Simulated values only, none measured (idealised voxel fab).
This is a process module. Its name is voxel spacer lines.
The width of the displayed cross-section, cut, is 265 nm; its cells are square, with a size of 5 nm.
Notation: cross-section as square-cell grid; stated in bands, top first, going down; one or more cell rows per band. Per band: top height and bottom height in nm, followed by the left-to-right materials and their widths in nm; "everywhere" marks a single material spanning edge to edge, "empty" marks empty space. Height is counted from the level 0, under which the received wafer is composed throughout of one material. The lowest of the bands is not closed at the bottom but continues downward, in the notation "0 down". A two-number width, for instance "30..40", indicates that the width is equal to the first number in the top row of the band and to the second number in the bottom row, and that it changes by a constant amount per row of cells. Where the words "same as before" appear for a step, the cross-section shows no cell changed by that step; every cell remained as before. Each empty space that has no open way to the top and spans at least 8 cells appears under "Enclosed void inventory" as width x height at distance, the distance counted from the left edge, all in nm. That trailing text on a step's line, after the settings, is the simulator's own remark on the step. "overlay nm", when on a step's line for a step with a mask, measures how far to the right of its planned place the mask lay; a negative measure means to the left.
PROCESS STEPS (PLANNED)
step 1: RECEIVE,material Si
step 2: CONFORMAL_DEP,material Al2O3,thk nm 10
step 3: DIRECTIONAL_DEP,material TiN,thk nm 10
step 4: DIRECTIONAL_DEP,material aC,thk nm 25
step 5: PATTERN,tone cover,mask id MANDREL,material resist,width nm 20,pitch nm 70,thk nm 35,overlay nm 0
step 6: DIRECTIONAL_ETCH,etch materials aC,depth nm 25
step 7: STRIP,etch materials resist
step 8: CONFORMAL_DEP,material SiO2,thk nm 15
step 9: DIRECTIONAL_ETCH,etch materials SiO2,depth nm 15
step 10: STRIP,etch materials aC
step 11: DIRECTIONAL_ETCH,etch materials TiN,depth nm 10
step 12: STRIP,etch materials SiO2
AS RECEIVED (POST STEP 1): CROSS-SECTION
> 0 down: Si everywhere
> Enclosed void inventory: none
HERE'S THE CROSS-SECTION OF THE FIRST OF OUR TWO WAFERS AT THE END OF THE MODULE - IT RAN AS PLANNED
> 20 to 10: empty 35 nm / TiN 15 nm / empty 20 nm / TiN 15 nm / empty 20 nm / TiN 15 nm / empty 20 nm / TiN 15 nm / empty 20 nm / TiN 15 nm / empty 20 nm / TiN 15 nm / empty 40 nm
> 10 to 0: Al2O3 everywhere
> 0 down: Si everywhere
> Enclosed void inventory: none
END-OF-MODULE CROSS-SECTION OF THE SECOND WAFER: IDENTICAL STARTING POINT AND PROCESS PLAN TO THE FIRST, WITH ONE PROCESSING MISTAKE
> 20 to 10: empty 40 nm / TiN 15 nm / empty 20 nm / TiN 15 nm / empty 20 nm / TiN 15 nm / empty 20 nm / TiN 15 nm / empty 20 nm / TiN 15 nm / empty 20 nm / TiN 15 nm / empty 35 nm
> 10 to 0: Al2O3 everywhere
> 0 down: Si everywhere
> Enclosed void inventory: none
Against the plan, the run slipped here: step 5, actual vs plan mismatch, actual run PATTERN,tone cover,mask id MANDREL,material resist,width nm 20,pitch nm 70,thk nm 35,overlay nm 5
Upon completion, the cell count for each material on the second wafer equals that on the first, whereas the spatial distribution of those cells differs.
